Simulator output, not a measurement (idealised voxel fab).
process module | voxel trench capacitor
cross-section cut | 290 nm wide | cells 5 nm
A cross-section is a grid of square cells, given in bands from the top down. A band is one or more rows of cells.
Each band's line starts with the height of the band's top and of its bottom, in nm. Then come its materials from left to right, each with its width in nm. One material with "throughout" fills the band from edge to edge. "air" is empty space.
Height 0 is the level under which the wafer as received is all one material. The lowest band goes on downwards, as in "0 down".
A width such as "30 to 40" changes by the same amount from each row of cells to the next, from the band's top row to its bottom row.
"no change" after a step means that no cell of the cross-section changed.
closed voids: empty space of 8 cells or more with no open way to the top, each as width x height at its distance from the left edge, in nm
after a step's settings: what the simulator itself notes on the step
overlay nm, on a step with a mask: how far to the right of its planned place the mask lay; to the left if negative
plan
1 op RECEIVE | material Si
2 op CONFORMAL_DEP | material SiN | thk nm 5
3 op DIRECTIONAL_DEP | material aC | thk nm 10
4 op PATTERN | tone open | mask id TRENCH | material resist | width nm 25 | pitch nm 50 | thk nm 25 | overlay nm 0
5 op DIRECTIONAL_ETCH | etch materials aC | depth nm 10
6 op STRIP | etch materials resist
7 op DIRECTIONAL_ETCH | etch materials SiN | depth nm 5
8 op DIRECTIONAL_ETCH | etch materials Si | depth nm 30
9 op STRIP | etch materials aC
10 op CONFORMAL_DEP | material SiO2 | thk nm 5
11 op FILL_DEP | material polySi | thk nm 10
12 op CMP | height nm 5
as received, after step 1
  0 down: Si throughout
  closed voids: none
a wafer at the end: this start, this plan, one mistake
  5 to 0: polySi 50 | SiO2 5 | SiN 25 | SiO2 5 | polySi 15 | SiO2 5 | SiN 25 | SiO2 5 | polySi 15 | SiO2 5 | SiN 25 | SiO2 5 | polySi 15 | SiO2 5 | SiN 25 | SiO2 5 | polySi 55
  0 to -25: polySi 50 | SiO2 5 | Si 25 | SiO2 5 | polySi 15 | SiO2 5 | Si 25 | SiO2 5 | polySi 15 | SiO2 5 | Si 25 | SiO2 5 | polySi 15 | SiO2 5 | Si 25 | SiO2 5 | polySi 55
  -25 to -30: SiO2 55 | Si 25 | SiO2 25 | Si 25 | SiO2 25 | Si 25 | SiO2 25 | Si 25 | SiO2 60
  -30 down: Si throughout
  closed voids: none
what went wrong: step 4 ran as: op PATTERN | tone cover | mask id TRENCH | material resist | width nm 25 | pitch nm 50 | thk nm 25 | overlay nm 0
